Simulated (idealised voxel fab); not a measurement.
Proc. module: voxel transistor to metal
cross-section cut | 280 nm wide | cells 5 nm
Cross-section format: a grid of square cells, given as bands from top to bottom; each band is one or more rows of cells.
What a band's entry tells you: where the top is and where the bottom is, as heights in nm, and after that what lies inside, material by material from left to right, each with its width in nm. Empty space is written as the word "air", and a single material marked with the word "edge to edge" occupies the band from edge to edge.
Below 0: as-received wafer, all one material; heights counted from there. Lowest band: no bottom, goes on down, written "0 down".
A width such as "30..40" changes by the same amount from each row of cells to the next, from the band's top row to its bottom row.
The designation "nothing got changed", where it is given for a processing step, indicates that no cell of the cross-section was altered in the course of that step.
The entry "Closed-off voids" lists the empty spaces that cover at least 8 cells and have no open path to the top. Each is written as width x height at distance, where the distance is measured from the left edge and all three values are in nm.
On a step's line, text after the settings is the simulator commenting on that step.
If you see "overlay nm" on a step's line and that step has a mask, it's telling you how far right of where it was planned the mask ended up; a negative number means it went left instead.
Read each pair as before and after one process step. The after cross-section shows only down to the lowest band that changed. The step between them and its settings are given below the pair. Pairs can come from different runs of this module on the same starting wafer. A pair continues from the pair above only where its "Pre-step view" entry says so.
Pre-step view
65 to 45  air 25 nm | resist 20 nm | air 55 nm | resist 20 nm | air 40 nm | resist 20 nm | air 55 nm | resist 20 nm | air 25 nm
45 to 25  air 25 nm | Ru 20 nm | air 55 nm | Ru 20 nm | air 40 nm | Ru 20 nm | air 55 nm | Ru 20 nm | air 25 nm
25 to 20  TiN edge to edge
20 to 10  SiO2 25 nm | TiN 5 nm | W 10 nm | TiN 5 nm | SiO2 55 nm | TiN 5 nm | W 10 nm | TiN 5 nm | SiO2 40 nm | TiN 5 nm | W 10 nm | TiN 5 nm | SiO2 55 nm | TiN 5 nm | W 10 nm | TiN 5 nm | SiO2 25 nm
10 to 0  SiO2 25 nm | TiN 5 nm | W 10..5 nm | TiN 5..10 nm | SiO2 5 nm | SiN 5 nm | SiO2 5 nm | SiCN 25 nm | SiO2 5 nm | SiN 5 nm | SiO2 5 nm | TiN 5..10 nm | W 10..5 nm | TiN 5 nm | SiO2 40 nm | TiN 5 nm | W 10..5 nm | TiN 5..10 nm | SiO2 5 nm | SiN 5 nm | SiO2 5 nm | SiCN 25 nm | SiO2 5 nm | SiN 5 nm | SiO2 5 nm | TiN 5..10 nm | W 10..5 nm | TiN 5 nm | SiO2 25 nm
0 to -5  SiO2 25 nm | TiN 15 nm | nSi 10 nm | SiN 5 nm | SiO2 5 nm | SiCN 25 nm | SiO2 5 nm | SiN 5 nm | nSi 10 nm | TiN 15 nm | SiO2 40 nm | TiN 15 nm | nSi 10 nm | SiN 5 nm | SiO2 5 nm | SiCN 25 nm | SiO2 5 nm | SiN 5 nm | nSi 10 nm | TiN 15 nm | SiO2 25 nm
-5 to -10  SiO2 20 nm | nSi 30 nm | SiO2 45 nm | nSi 30 nm | SiO2 30 nm | nSi 30 nm | SiO2 45 nm | nSi 30 nm | SiO2 20 nm
-10 to -15  SiO2 25 nm | nSi 25 nm | Si 45 nm | nSi 25 nm | SiO2 40 nm | nSi 25 nm | Si 45 nm | nSi 25 nm | SiO2 25 nm
-15 to -30  SiO2 25 nm | Si 95 nm | SiO2 40 nm | Si 95 nm | SiO2 25 nm
-30 down  Si edge to edge
Closed-off voids: none
Sectional View, Post-Process
65 to 45  air 25 nm | resist 20 nm | air 55 nm | resist 20 nm | air 40 nm | resist 20 nm | air 55 nm | resist 20 nm | air 25 nm
45 to 25  air 25 nm | Ru 20 nm | air 55 nm | Ru 20 nm | air 40 nm | Ru 20 nm | air 55 nm | Ru 20 nm | air 25 nm
25 to 20  air 25 nm | TiN 20 nm | air 55 nm | TiN 20 nm | air 40 nm | TiN 20 nm | air 55 nm | TiN 20 nm | air 25 nm
No changes below 20.
Closed-off voids: none
The step occurring between the two cross-sections depicted above is identified as DIRECTIONAL_ETCH [etch materials TiN] [depth nm 5]
Pre-step view: after-step cross-section of the pair just above applies.
Sectional View, Post-Process
45 to 25  air 25 nm | Ru 20 nm | air 55 nm | Ru 20 nm | air 40 nm | Ru 20 nm | air 55 nm | Ru 20 nm | air 25 nm
No changes below 25.
Closed-off voids: none
The step occurring between the two cross-sections depicted above is identified as STRIP [etch materials resist]
Pre-step view: after-step cross-section of the pair just above applies.
Sectional View, Post-Process
50 to 45  air 20 nm | SiCN 30 nm | air 45 nm | SiCN 30 nm | air 30 nm | SiCN 30 nm | air 45 nm | SiCN 30 nm | air 20 nm
45 to 25  air 20 nm | SiCN 5 nm | Ru 20 nm | SiCN 5 nm | air 45 nm | SiCN 5 nm | Ru 20 nm | SiCN 5 nm | air 30 nm | SiCN 5 nm | Ru 20 nm | SiCN 5 nm | air 45 nm | SiCN 5 nm | Ru 20 nm | SiCN 5 nm | air 20 nm
25 to 20  SiCN 25 nm | TiN 20 nm | SiCN 55 nm | TiN 20 nm | SiCN 40 nm | TiN 20 nm | SiCN 55 nm | TiN 20 nm | SiCN 25 nm
No changes below 20.
Closed-off voids: none
The step occurring between the two cross-sections depicted above is identified as CONFORMAL_DEP [material SiCN] [thk nm 5]
Pre-step view: after-step cross-section of the pair just above applies.
Sectional View, Post-Process
60 to 50  lowk edge to edge
50 to 45  lowk 20 nm | SiCN 30 nm | lowk 45 nm | SiCN 30 nm | lowk 30 nm | SiCN 30 nm | lowk 45 nm | SiCN 30 nm | lowk 20 nm
45 to 25  lowk 20 nm | SiCN 5 nm | Ru 20 nm | SiCN 5 nm | lowk 45 nm | SiCN 5 nm | Ru 20 nm | SiCN 5 nm | lowk 30 nm | SiCN 5 nm | Ru 20 nm | SiCN 5 nm | lowk 45 nm | SiCN 5 nm | Ru 20 nm | SiCN 5 nm | lowk 20 nm
No changes below 25.
Closed-off voids: none
The step occurring between the two cross-sections depicted above is identified as FILL_DEP [material lowk] [thk nm 10]
Pre-step view: after-step cross-section of the pair just above applies.
Sectional View, Post-Process
45 to 25  lowk 20 nm | SiCN 5 nm | Ru 20 nm | SiCN 5 nm | lowk 45 nm | SiCN 5 nm | Ru 20 nm | SiCN 5 nm | lowk 30 nm | SiCN 5 nm | Ru 20 nm | SiCN 5 nm | lowk 45 nm | SiCN 5 nm | Ru 20 nm | SiCN 5 nm | lowk 20 nm
No changes below 25.
Closed-off voids: none
The step occurring between the two cross-sections depicted above is identified as CMP [height nm 45]
Pre-step view: after-step cross-section of the pair just above applies.
Sectional View, Post-Process
50 to 45  SiCN edge to edge
No changes below 45.
Closed-off voids: none
The step occurring between the two cross-sections depicted above is identified as CONFORMAL_DEP [material SiCN] [thk nm 5]
Pre-step view: after-step cross-section of the pair just above applies.
Sectional View, Post-Process
80 to 50  lowk edge to edge
No changes below 50.
Closed-off voids: none
The step occurring between the two cross-sections depicted above is identified as DIRECTIONAL_DEP [material lowk] [thk nm 30]
Pre-step view: after-step cross-section of the pair just above applies.
Sectional View, Post-Process
95 to 80  resist 25 nm | air 20 nm | resist 115 nm | air 20 nm | resist 100 nm
No changes below 80.
Closed-off voids: none
The step occurring between the two cross-sections depicted above is identified as PATTERN [tone open] [mask id METAL_2] [material resist] [width nm 20] [pitch nm 135] [thk nm 15] [overlay nm 0]
Pre-step view: after-step cross-section of the pair just above applies.
Sectional View, Post-Process
95 to 80  resist 25 nm | air 20 nm | resist 115 nm | air 20 nm | resist 100 nm
80 to 60  lowk 25 nm | air 20 nm | lowk 115 nm | air 20 nm | lowk 100 nm
No changes below 60.
Closed-off voids: none
The step occurring between the two cross-sections depicted above is identified as DIRECTIONAL_ETCH [etch materials lowk] [depth nm 20]
Pre-step view: after-step cross-section of the pair just above applies.
Sectional View, Post-Process
80 to 60  lowk 25 nm | air 20 nm | lowk 115 nm | air 20 nm | lowk 100 nm
No changes below 60.
Closed-off voids: none
The step occurring between the two cross-sections depicted above is identified as STRIP [etch materials resist]
Pre-step view: after-step cross-section of the pair just above applies.
Sectional View, Post-Process
95 to 80  resist 25 nm | air 15 nm | resist 120 nm | air 15 nm | resist 105 nm
80 to 60  lowk 25 nm | air 15 nm | resist 5 nm | lowk 115 nm | air 15 nm | resist 5 nm | lowk 100 nm
No changes below 60.
Closed-off voids: none
The step occurring between the two cross-sections depicted above is identified as PATTERN [tone open] [mask id METAL_2_HOLES] [material resist] [width nm 15] [pitch nm 135] [thk nm 15] [overlay nm 0]
Pre-step view: after-step cross-section of the pair just above applies.
Sectional View, Post-Process
95 to 80  resist 25 nm | air 15 nm | resist 120 nm | air 15 nm | resist 105 nm
80 to 60  lowk 25 nm | air 15 nm | resist 5 nm | lowk 115 nm | air 15 nm | resist 5 nm | lowk 100 nm
60 to 50  lowk 25 nm | air 15 nm | lowk 120 nm | air 15 nm | lowk 105 nm
No changes below 50.
Closed-off voids: none
The step occurring between the two cross-sections depicted above is identified as DIRECTIONAL_ETCH [etch materials lowk] [depth nm 10]
Pre-step view: after-step cross-section of the pair just above applies.
Sectional View, Post-Process
95 to 80  resist 25 nm | air 15 nm | resist 120 nm | air 15 nm | resist 105 nm
80 to 60  lowk 25 nm | air 15 nm | resist 5 nm | lowk 115 nm | air 15 nm | resist 5 nm | lowk 100 nm
60 to 50  lowk 25 nm | air 15 nm | lowk 120 nm | air 15 nm | lowk 105 nm
50 to 45  SiCN 25 nm | air 15 nm | SiCN 120 nm | air 15 nm | SiCN 105 nm
No changes below 45.
Closed-off voids: none
The step occurring between the two cross-sections depicted above is identified as DIRECTIONAL_ETCH [etch materials SiCN] [depth nm 5]
Pre-step view: after-step cross-section of the pair just above applies.
Sectional View, Post-Process
80 to 60  lowk 25 nm | air 20 nm | lowk 115 nm | air 20 nm | lowk 100 nm
No changes below 60.
Closed-off voids: none
The step occurring between the two cross-sections depicted above is identified as STRIP [etch materials resist]
Pre-step view: after-step cross-section of the pair just above applies.
Sectional View, Post-Process
85 to 80  TiN 30 nm | air 10 nm | TiN 125 nm | air 10 nm | TiN 105 nm
80 to 65  lowk 25 nm | TiN 5 nm | air 10 nm | TiN 5 nm | lowk 115 nm | TiN 5 nm | air 10 nm | TiN 5 nm | lowk 100 nm
65 to 60  lowk 25 nm | TiN 5 nm | air 5 nm | TiN 10 nm | lowk 115 nm | TiN 5 nm | air 5 nm | TiN 10 nm | lowk 100 nm
60 to 50  lowk 25 nm | TiN 5 nm | air 5 nm | TiN 5 nm | lowk 120 nm | TiN 5 nm | air 5 nm | TiN 5 nm | lowk 105 nm
50 to 45  SiCN 25 nm | TiN 15 nm | SiCN 120 nm | TiN 15 nm | SiCN 105 nm
No changes below 45.
Closed-off voids: none
The step occurring between the two cross-sections depicted above is identified as CONFORMAL_DEP [material TiN] [thk nm 5]
Pre-step view: after-step cross-section of the pair just above applies.
Sectional View, Post-Process
90 to 85  Ru edge to edge
85 to 80  TiN 30 nm | Ru 10 nm | TiN 125 nm | Ru 10 nm | TiN 105 nm
80 to 65  lowk 25 nm | TiN 5 nm | Ru 10 nm | TiN 5 nm | lowk 115 nm | TiN 5 nm | Ru 10 nm | TiN 5 nm | lowk 100 nm
65 to 60  lowk 25 nm | TiN 5 nm | Ru 5 nm | TiN 10 nm | lowk 115 nm | TiN 5 nm | Ru 5 nm | TiN 10 nm | lowk 100 nm
60 to 50  lowk 25 nm | TiN 5 nm | Ru 5 nm | TiN 5 nm | lowk 120 nm | TiN 5 nm | Ru 5 nm | TiN 5 nm | lowk 105 nm
No changes below 50.
Closed-off voids: none
The step occurring between the two cross-sections depicted above is identified as FILL_DEP [material Ru] [thk nm 5]
Pre-step view: after-step cross-section of the pair just above applies.
Sectional View, Post-Process
80 to 65  lowk 25 nm | TiN 5 nm | Ru 10 nm | TiN 5 nm | lowk 115 nm | TiN 5 nm | Ru 10 nm | TiN 5 nm | lowk 100 nm
No changes below 65.
Closed-off voids: none
The step occurring between the two cross-sections depicted above is identified as CMP [height nm 80]
Pre-step view: after-step cross-section of the pair just above applies.
Sectional View, Post-Process
85 to 80  SiN edge to edge
No changes below 80.
Closed-off voids: none
The step occurring between the two cross-sections depicted above is identified as CONFORMAL_DEP [material SiN] [thk nm 5]
Pre-step view
15 to 0  air 20 nm | SiN 105 nm | air 30 nm | SiN 105 nm | air 20 nm
0 to -5  air 20 nm | SiO2 105 nm | air 30 nm | SiO2 105 nm | air 20 nm
-5 to -25  air 20 nm | Si 105 nm | air 30 nm | Si 105 nm | air 20 nm
-25 down  Si edge to edge
Closed-off voids: none
Sectional View, Post-Process
15 to 0  air 20 nm | SiN 105 nm | air 30 nm | SiN 105 nm | air 20 nm
0 to -5  air 20 nm | SiO2 105 nm | air 30 nm | SiO2 105 nm | air 20 nm
-5 to -45  air 20 nm | Si 105 nm | air 30 nm | Si 105 nm | air 20 nm
No changes below -45.
Closed-off voids: none
The step occurring between the two cross-sections depicted above is identified as MASKED_ETCH [tone cover] [mask id ACTIVE] [width nm 105] [pitch nm 135] [etch materials Si] [depth nm 20] [overlay nm 0]
Pre-step view: after-step cross-section of the pair just above applies.
Sectional View, Post-Process
15 to 0  air 20 nm | SiN 105 nm | air 30 nm | SiN 105 nm | air 20 nm
0 to -5  air 20 nm | SiO2 105 nm | air 30 nm | SiO2 105 nm | air 20 nm
-5 to -45  air 20 nm | SiO2 5 nm | Si 95 nm | SiO2 5 nm | air 30 nm | SiO2 5 nm | Si 95 nm | SiO2 5 nm | air 20 nm
-45 to -50  SiO2 25 nm | Si 95 nm | SiO2 40 nm | Si 95 nm | SiO2 25 nm
No changes below -50.
Closed-off voids: none
The step occurring between the two cross-sections depicted above is identified as OXIDIZE [depth nm 5]
Pre-step view: after-step cross-section of the pair just above applies.
Sectional View, Post-Process
30 to 15  SiO2 edge to edge
15 to 0  SiO2 20 nm | SiN 105 nm | SiO2 30 nm | SiN 105 nm | SiO2 20 nm
0 to -5  SiO2 edge to edge
-5 to -50  SiO2 25 nm | Si 95 nm | SiO2 40 nm | Si 95 nm | SiO2 25 nm
No changes below -50.
Closed-off voids: none
The step occurring between the two cross-sections depicted above is identified as FILL_DEP [material SiO2] [thk nm 15]
Pre-step view: after-step cross-section of the pair just above applies.
Sectional View, Post-Process
15 to 0  SiO2 20 nm | SiN 105 nm | SiO2 30 nm | SiN 105 nm | SiO2 20 nm
No changes below 0.
Closed-off voids: none
The step occurring between the two cross-sections depicted above is identified as CMP [height nm 15]
Pre-step view: after-step cross-section of the pair just above applies.
Sectional View, Post-Process
15 to 0  air 20 nm | SiN 105 nm | air 30 nm | SiN 105 nm | air 20 nm
No changes below 0.
Closed-off voids: none
The step occurring between the two cross-sections depicted above is identified as SELECTIVE_ETCH [etch materials SiO2] [depth nm 15]
Pre-step view: after-step cross-section of the pair just above applies.
Sectional View, Post-Process
0 to -5  SiO2 edge to edge
No changes below -5.
Closed-off voids: none
The step occurring between the two cross-sections depicted above is identified as STRIP [etch materials SiN]
Pre-step view: after-step cross-section of the pair just above applies.
Sectional View, Post-Process
-5 to -50  SiO2 25 nm | Si 95 nm | SiO2 40 nm | Si 95 nm | SiO2 25 nm
No changes below -50.
Closed-off voids: none
The step occurring between the two cross-sections depicted above is identified as SELECTIVE_ETCH [etch materials SiO2] [depth nm 5]
Pre-step view: after-step cross-section of the pair just above applies.
Sectional View, Post-Process
-5 to -10  SiO2 edge to edge
No changes below -10.
Closed-off voids: none
The step occurring between the two cross-sections depicted above is identified as OXIDIZE [depth nm 5]
Pre-step view: after-step cross-section of the pair just above applies.
Sectional View, Post-Process
15 to -5  polySi edge to edge
No changes below -5.
Closed-off voids: none
The step occurring between the two cross-sections depicted above is identified as DIRECTIONAL_DEP [material polySi] [thk nm 20]
Pre-step view: after-step cross-section of the pair just above applies.
Sectional View, Post-Process
30 to 15  SiCN edge to edge
No changes below 15.
Closed-off voids: none
The step occurring between the two cross-sections depicted above is identified as DIRECTIONAL_DEP [material SiCN] [thk nm 15]
Pre-step view: after-step cross-section of the pair just above applies.
Sectional View, Post-Process
45 to 30  air 60 nm | resist 25 nm | air 110 nm | resist 25 nm | air 60 nm
No changes below 30.
Closed-off voids: none
The step occurring between the two cross-sections depicted above is identified as PATTERN [tone cover] [mask id GATE] [material resist] [width nm 25] [pitch nm 135] [thk nm 15] [overlay nm 0]
Pre-step view: after-step cross-section of the pair just above applies.
Sectional View, Post-Process
45 to 30  air 60 nm | resist 25 nm | air 110 nm | resist 25 nm | air 60 nm
30 to 15  air 60 nm | SiCN 25 nm | air 110 nm | SiCN 25 nm | air 60 nm
No changes below 15.
Closed-off voids: none
The step occurring between the two cross-sections depicted above is identified as DIRECTIONAL_ETCH [etch materials SiCN] [depth nm 25]
Pre-step view: after-step cross-section of the pair just above applies.
Sectional View, Post-Process
45 to 30  air 60 nm | resist 25 nm | air 110 nm | resist 25 nm | air 60 nm
30 to 15  air 60 nm | SiCN 25 nm | air 110 nm | SiCN 25 nm | air 60 nm
15 to -5  air 60 nm | polySi 25 nm | air 110 nm | polySi 25 nm | air 60 nm
No changes below -5.
Closed-off voids: none
The step occurring between the two cross-sections depicted above is identified as DIRECTIONAL_ETCH [etch materials polySi] [depth nm 30]
Pre-step view: after-step cross-section of the pair just above applies.
Sectional View, Post-Process
30 to 15  air 60 nm | SiCN 25 nm | air 110 nm | SiCN 25 nm | air 60 nm
No changes below 15.
Closed-off voids: none
The step occurring between the two cross-sections depicted above is identified as STRIP [etch materials resist]
Pre-step view: after-step cross-section of the pair just above applies.
Sectional View, Post-Process
35 to 30  air 55 nm | SiO2 35 nm | air 100 nm | SiO2 35 nm | air 55 nm
30 to 15  air 55 nm | SiO2 5 nm | SiCN 25 nm | SiO2 5 nm | air 100 nm | SiO2 5 nm | SiCN 25 nm | SiO2 5 nm | air 55 nm
15 to 0  air 55 nm | SiO2 5 nm | polySi 25 nm | SiO2 5 nm | air 100 nm | SiO2 5 nm | polySi 25 nm | SiO2 5 nm | air 55 nm
0 to -5  SiO2 60 nm | polySi 25 nm | SiO2 110 nm | polySi 25 nm | SiO2 60 nm
No changes below -5.
Closed-off voids: none
The step occurring between the two cross-sections depicted above is identified as CONFORMAL_DEP [material SiO2] [thk nm 5]
Pre-step view: after-step cross-section of the pair just above applies.
Sectional View, Post-Process
30 to 15  air 55 nm | SiO2 5 nm | SiCN 25 nm | SiO2 5 nm | air 100 nm | SiO2 5 nm | SiCN 25 nm | SiO2 5 nm | air 55 nm
15 to -5  air 55 nm | SiO2 5 nm | polySi 25 nm | SiO2 5 nm | air 100 nm | SiO2 5 nm | polySi 25 nm | SiO2 5 nm | air 55 nm
No changes below -5.
Closed-off voids: none
The step occurring between the two cross-sections depicted above is identified as DIRECTIONAL_ETCH [etch materials SiO2] [depth nm 5]
Pre-step view: after-step cross-section of the pair just above applies.
Sectional View, Post-Process
35 to 30  air 50 nm | SiN 45 nm | air 90 nm | SiN 45 nm | air 50 nm
30 to 15  air 50 nm | SiN 5 nm | SiO2 5 nm | SiCN 25 nm | SiO2 5 nm | SiN 5 nm | air 90 nm | SiN 5 nm | SiO2 5 nm | SiCN 25 nm | SiO2 5 nm | SiN 5 nm | air 50 nm
15 to 0  air 50 nm | SiN 5 nm | SiO2 5 nm | polySi 25 nm | SiO2 5 nm | SiN 5 nm | air 90 nm | SiN 5 nm | SiO2 5 nm | polySi 25 nm | SiO2 5 nm | SiN 5 nm | air 50 nm
0 to -5  SiN 55 nm | SiO2 5 nm | polySi 25 nm | SiO2 5 nm | SiN 100 nm | SiO2 5 nm | polySi 25 nm | SiO2 5 nm | SiN 55 nm
No changes below -5.
Closed-off voids: none
The step occurring between the two cross-sections depicted above is identified as CONFORMAL_DEP [material SiN] [thk nm 5]
Pre-step view: after-step cross-section of the pair just above applies.
Sectional View, Post-Process
30 to 15  air 50 nm | SiN 5 nm | SiO2 5 nm | SiCN 25 nm | SiO2 5 nm | SiN 5 nm | air 90 nm | SiN 5 nm | SiO2 5 nm | SiCN 25 nm | SiO2 5 nm | SiN 5 nm | air 50 nm
15 to -5  air 50 nm | SiN 5 nm | SiO2 5 nm | polySi 25 nm | SiO2 5 nm | SiN 5 nm | air 90 nm | SiN 5 nm | SiO2 5 nm | polySi 25 nm | SiO2 5 nm | SiN 5 nm | air 50 nm
No changes below -5.
Closed-off voids: none
The step occurring between the two cross-sections depicted above is identified as DIRECTIONAL_ETCH [etch materials SiN] [depth nm 5]
Pre-step view: after-step cross-section of the pair just above applies.
Sectional View, Post-Process
30 to 25  air 50 nm | SiN 5 nm | air 5 nm | SiCN 25 nm | air 5 nm | SiN 5 nm | air 90 nm | SiN 5 nm | air 5 nm | SiCN 25 nm | air 5 nm | SiN 5 nm | air 50 nm
25 to 15  air 50 nm | SiN 5 nm | SiO2 5 nm | SiCN 25 nm | SiO2 5 nm | SiN 5 nm | air 90 nm | SiN 5 nm | SiO2 5 nm | SiCN 25 nm | SiO2 5 nm | SiN 5 nm | air 50 nm
15 to -5  air 50 nm | SiN 5 nm | SiO2 5 nm | polySi 25 nm | SiO2 5 nm | SiN 5 nm | air 90 nm | SiN 5 nm | SiO2 5 nm | polySi 25 nm | SiO2 5 nm | SiN 5 nm | air 50 nm
-5 to -10  air 50 nm | SiO2 45 nm | air 90 nm | SiO2 45 nm | air 50 nm
No changes below -10.
Closed-off voids: none
The step occurring between the two cross-sections depicted above is identified as DIRECTIONAL_ETCH [etch materials SiO2] [depth nm 5]
Pre-step view: after-step cross-section of the pair just above applies.
Sectional View, Post-Process
30 to 25  air 50 nm | SiN 5 nm | air 5 nm | SiCN 25 nm | air 5 nm | SiN 5 nm | air 90 nm | SiN 5 nm | air 5 nm | SiCN 25 nm | air 5 nm | SiN 5 nm | air 50 nm
25 to 15  air 50 nm | SiN 5 nm | SiO2 5 nm | SiCN 25 nm | SiO2 5 nm | SiN 5 nm | air 90 nm | SiN 5 nm | SiO2 5 nm | SiCN 25 nm | SiO2 5 nm | SiN 5 nm | air 50 nm
15 to -5  air 50 nm | SiN 5 nm | SiO2 5 nm | polySi 25 nm | SiO2 5 nm | SiN 5 nm | air 90 nm | SiN 5 nm | SiO2 5 nm | polySi 25 nm | SiO2 5 nm | SiN 5 nm | air 50 nm
-5 to -10  air 50 nm | SiO2 45 nm | air 90 nm | SiO2 45 nm | air 50 nm
-10 to -15  SiO2 25 nm | air 25 nm | Si 45 nm | air 25 nm | SiO2 40 nm | air 25 nm | Si 45 nm | air 25 nm | SiO2 25 nm
No changes below -15.
Closed-off voids: none
The step occurring between the two cross-sections depicted above is identified as DIRECTIONAL_ETCH [etch materials Si] [depth nm 5]
Pre-step view: after-step cross-section of the pair just above applies.
Sectional View, Post-Process
30 to 25  air 50 nm | SiN 5 nm | air 5 nm | SiCN 25 nm | air 5 nm | SiN 5 nm | air 90 nm | SiN 5 nm | air 5 nm | SiCN 25 nm | air 5 nm | SiN 5 nm | air 50 nm
25 to 15  air 50 nm | SiN 5 nm | SiO2 5 nm | SiCN 25 nm | SiO2 5 nm | SiN 5 nm | air 90 nm | SiN 5 nm | SiO2 5 nm | SiCN 25 nm | SiO2 5 nm | SiN 5 nm | air 50 nm
15 to 0  air 50 nm | SiN 5 nm | SiO2 5 nm | polySi 25 nm | SiO2 5 nm | SiN 5 nm | air 90 nm | SiN 5 nm | SiO2 5 nm | polySi 25 nm | SiO2 5 nm | SiN 5 nm | air 50 nm
0 to -5  air 40 nm | nSi 10 nm | SiN 5 nm | SiO2 5 nm | polySi 25 nm | SiO2 5 nm | SiN 5 nm | nSi 10 nm | air 70 nm | nSi 10 nm | SiN 5 nm | SiO2 5 nm | polySi 25 nm | SiO2 5 nm | SiN 5 nm | nSi 10 nm | air 40 nm
-5 to -10  air 20 nm | nSi 30 nm | SiO2 45 nm | nSi 30 nm | air 30 nm | nSi 30 nm | SiO2 45 nm | nSi 30 nm | air 20 nm
-10 to -15  SiO2 25 nm | nSi 25 nm | Si 45 nm | nSi 25 nm | SiO2 40 nm | nSi 25 nm | Si 45 nm | nSi 25 nm | SiO2 25 nm
No changes below -15.
Closed-off voids: none
The step occurring between the two cross-sections depicted above is identified as EPI [material nSi] [thk nm 10]
Pre-step view: after-step cross-section of the pair just above applies.
Sectional View, Post-Process
40 to 30  SiO2 edge to edge
30 to 15  SiO2 50 nm | SiN 5 nm | SiO2 5 nm | SiCN 25 nm | SiO2 5 nm | SiN 5 nm | SiO2 90 nm | SiN 5 nm | SiO2 5 nm | SiCN 25 nm | SiO2 5 nm | SiN 5 nm | SiO2 50 nm
15 to 0  SiO2 50 nm | SiN 5 nm | SiO2 5 nm | polySi 25 nm | SiO2 5 nm | SiN 5 nm | SiO2 90 nm | SiN 5 nm | SiO2 5 nm | polySi 25 nm | SiO2 5 nm | SiN 5 nm | SiO2 50 nm
0 to -5  SiO2 40 nm | nSi 10 nm | SiN 5 nm | SiO2 5 nm | polySi 25 nm | SiO2 5 nm | SiN 5 nm | nSi 10 nm | SiO2 70 nm | nSi 10 nm | SiN 5 nm | SiO2 5 nm | polySi 25 nm | SiO2 5 nm | SiN 5 nm | nSi 10 nm | SiO2 40 nm
-5 to -10  SiO2 20 nm | nSi 30 nm | SiO2 45 nm | nSi 30 nm | SiO2 30 nm | nSi 30 nm | SiO2 45 nm | nSi 30 nm | SiO2 20 nm
No changes below -10.
Closed-off voids: none
The step occurring between the two cross-sections depicted above is identified as FILL_DEP [material SiO2] [thk nm 10]
Pre-step view: after-step cross-section of the pair just above applies.
Sectional View, Post-Process
15 to 0  SiO2 50 nm | SiN 5 nm | SiO2 5 nm | polySi 25 nm | SiO2 5 nm | SiN 5 nm | SiO2 90 nm | SiN 5 nm | SiO2 5 nm | polySi 25 nm | SiO2 5 nm | SiN 5 nm | SiO2 50 nm
No changes below 0.
Closed-off voids: none
The step occurring between the two cross-sections depicted above is identified as CMP [height nm 15]
Pre-step view: after-step cross-section of the pair just above applies.
Sectional View, Post-Process
15 to 0  SiO2 50 nm | SiN 5 nm | SiO2 5 nm | air 25 nm | SiO2 5 nm | SiN 5 nm | SiO2 90 nm | SiN 5 nm | SiO2 5 nm | air 25 nm | SiO2 5 nm | SiN 5 nm | SiO2 50 nm
0 to -5  SiO2 40 nm | nSi 10 nm | SiN 5 nm | SiO2 5 nm | air 25 nm | SiO2 5 nm | SiN 5 nm | nSi 10 nm | SiO2 70 nm | nSi 10 nm | SiN 5 nm | SiO2 5 nm | air 25 nm | SiO2 5 nm | SiN 5 nm | nSi 10 nm | SiO2 40 nm
No changes below -5.
Closed-off voids: none
The step occurring between the two cross-sections depicted above is identified as STRIP [etch materials polySi]
Pre-step view: after-step cross-section of the pair just above applies.
Sectional View, Post-Process
15 to 10  air 50 nm | SiN 5 nm | air 35 nm | SiN 5 nm | air 90 nm | SiN 5 nm | air 35 nm | SiN 5 nm | air 50 nm
10 to 0  SiO2 50 nm | SiN 5 nm | air 35 nm | SiN 5 nm | SiO2 90 nm | SiN 5 nm | air 35 nm | SiN 5 nm | SiO2 50 nm
0 to -5  SiO2 40 nm | nSi 10 nm | SiN 5 nm | air 35 nm | SiN 5 nm | nSi 10 nm | SiO2 70 nm | nSi 10 nm | SiN 5 nm | air 35 nm | SiN 5 nm | nSi 10 nm | SiO2 40 nm
-5 to -10  SiO2 20 nm | nSi 30 nm | SiO2 5 nm | air 35 nm | SiO2 5 nm | nSi 30 nm | SiO2 30 nm | nSi 30 nm | SiO2 5 nm | air 35 nm | SiO2 5 nm | nSi 30 nm | SiO2 20 nm
No changes below -10.
Closed-off voids: none
The step occurring between the two cross-sections depicted above is identified as SELECTIVE_ETCH [etch materials SiO2] [depth nm 5]
Pre-step view: after-step cross-section of the pair just above applies.
Sectional View, Post-Process
20 to 15  air 45 nm | HfO2 15 nm | air 25 nm | HfO2 15 nm | air 80 nm | HfO2 15 nm | air 25 nm | HfO2 15 nm | air 45 nm
15 to 10  HfO2 50 nm | SiN 5 nm | HfO2 5 nm | air 25 nm | HfO2 5 nm | SiN 5 nm | HfO2 90 nm | SiN 5 nm | HfO2 5 nm | air 25 nm | HfO2 5 nm | SiN 5 nm | HfO2 50 nm
10 to 0  SiO2 50 nm | SiN 5 nm | HfO2 5 nm | air 25 nm | HfO2 5 nm | SiN 5 nm | SiO2 90 nm | SiN 5 nm | HfO2 5 nm | air 25 nm | HfO2 5 nm | SiN 5 nm | SiO2 50 nm
0 to -5  SiO2 40 nm | nSi 10 nm | SiN 5 nm | HfO2 5 nm | air 25 nm | HfO2 5 nm | SiN 5 nm | nSi 10 nm | SiO2 70 nm | nSi 10 nm | SiN 5 nm | HfO2 5 nm | air 25 nm | HfO2 5 nm | SiN 5 nm | nSi 10 nm | SiO2 40 nm
-5 to -10  SiO2 20 nm | nSi 30 nm | SiO2 5 nm | HfO2 35 nm | SiO2 5 nm | nSi 30 nm | SiO2 30 nm | nSi 30 nm | SiO2 5 nm | HfO2 35 nm | SiO2 5 nm | nSi 30 nm | SiO2 20 nm
No changes below -10.
Closed-off voids: none
The step occurring between the two cross-sections depicted above is identified as CONFORMAL_DEP [material HfO2] [thk nm 5]
Pre-step view: after-step cross-section of the pair just above applies.
Sectional View, Post-Process
25 to 20  air 40 nm | TiN 25 nm | air 15 nm | TiN 25 nm | air 70 nm | TiN 25 nm | air 15 nm | TiN 25 nm | air 40 nm
20 to 15  TiN 45 nm | HfO2 15 nm | TiN 5 nm | air 15 nm | TiN 5 nm | HfO2 15 nm | TiN 80 nm | HfO2 15 nm | TiN 5 nm | air 15 nm | TiN 5 nm | HfO2 15 nm | TiN 45 nm
15 to 10  HfO2 50 nm | SiN 5 nm | HfO2 5 nm | TiN 5 nm | air 15 nm | TiN 5 nm | HfO2 5 nm | SiN 5 nm | HfO2 90 nm | SiN 5 nm | HfO2 5 nm | TiN 5 nm | air 15 nm | TiN 5 nm | HfO2 5 nm | SiN 5 nm | HfO2 50 nm
10 to 0  SiO2 50 nm | SiN 5 nm | HfO2 5 nm | TiN 5 nm | air 15 nm | TiN 5 nm | HfO2 5 nm | SiN 5 nm | SiO2 90 nm | SiN 5 nm | HfO2 5 nm | TiN 5 nm | air 15 nm | TiN 5 nm | HfO2 5 nm | SiN 5 nm | SiO2 50 nm
0 to -5  SiO2 40 nm | nSi 10 nm | SiN 5 nm | HfO2 5 nm | TiN 25 nm | HfO2 5 nm | SiN 5 nm | nSi 10 nm | SiO2 70 nm | nSi 10 nm | SiN 5 nm | HfO2 5 nm | TiN 25 nm | HfO2 5 nm | SiN 5 nm | nSi 10 nm | SiO2 40 nm
No changes below -5.
Closed-off voids: none
The step occurring between the two cross-sections depicted above is identified as CONFORMAL_DEP [material TiN] [thk nm 5]
